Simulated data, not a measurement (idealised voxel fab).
process module | voxel self aligned contacts
cross-section cut | 300 nm wide | cells 5 nm
A cross-section is a grid of square cells, given in bands from the top down. A band is one or more rows of cells.
Each band's line starts with the height of the band's top and of its bottom, in nm. Then come its materials from left to right, each with its width in nm. One material with "throughout" fills the band from edge to edge. "air" is empty space.
Height 0 is the level under which the wafer as received is all one material. The lowest band goes on downwards, as in "0 down".
A width such as "30 to 40" changes by the same amount from each row of cells to the next, from the band's top row to its bottom row.
"no change" after a step means that no cell of the cross-section changed.
closed voids: empty space of 8 cells or more with no open way to the top, each as width x height at its distance from the left edge, in nm
after a step's settings: what the simulator itself notes on the step
overlay nm, on a step with a mask: how far to the right of its planned place the mask lay; to the left if negative
plan
1 op RECEIVE | material Si
2 op OXIDIZE | depth nm 5
3 op DIRECTIONAL_DEP | material polySi | thk nm 30
4 op DIRECTIONAL_DEP | material SiN | thk nm 20
5 op PATTERN | tone cover | mask id GATE | material resist | width nm 25 | pitch nm 60 | thk nm 20 | overlay nm 0
6 op DIRECTIONAL_ETCH | etch materials SiN | depth nm 20
7 op DIRECTIONAL_ETCH | etch materials polySi | depth nm 30
8 op STRIP | etch materials resist
9 op CONFORMAL_DEP | material SiN | thk nm 10
10 op DIRECTIONAL_ETCH | etch materials SiN | depth nm 10
11 op FILL_DEP | material SiO2 | thk nm 15
12 op CMP | height nm 55
13 op DIRECTIONAL_DEP | material aC | thk nm 15
14 op PATTERN | tone open | mask id CONTACT | material resist | width nm 45 | pitch nm 60 | thk nm 30 | overlay nm 0
15 op DIRECTIONAL_ETCH | etch materials aC | depth nm 15
16 op STRIP | etch materials resist
17 op DIRECTIONAL_ETCH | etch materials SiO2 | depth nm 60
18 op STRIP | etch materials aC
19 op CONFORMAL_DEP | material TiN | thk nm 5
20 op FILL_DEP | material W | thk nm 5
21 op CMP | height nm 55
22 op CONFORMAL_DEP | material SiCN | thk nm 5
as received, after step 1
  0 down: Si throughout
  closed voids: none
a wafer at the end: this start, this plan, one mistake
  60 to 55: SiCN throughout
  55 to 45: SiO2 95 | TiN 5 | W 35 | TiN 5 | SiO2 15 | TiN 5 | W 35 | TiN 5 | SiO2 100
  45 to 40: SiO2 95 | TiN 10 | W 25 | TiN 10 | SiO2 15 | TiN 10 | W 25 | TiN 10 | SiO2 100
  40 to 30: SiO2 75 | SiN 25 | TiN 5 | W 25 | TiN 5 | SiN 25 | TiN 5 | W 25 | TiN 5 | SiN 25 | SiO2 80
  30 to 0: SiO2 75 | polySi 25 | TiN 5 | W 25 | TiN 5 | polySi 25 | TiN 5 | W 25 | TiN 5 | polySi 25 | SiO2 80
  0 to -5: SiO2 100 | TiN 35 | SiO2 25 | TiN 35 | SiO2 105
  -5 down: Si throughout
  closed voids: none
what went wrong: step 9 was left out
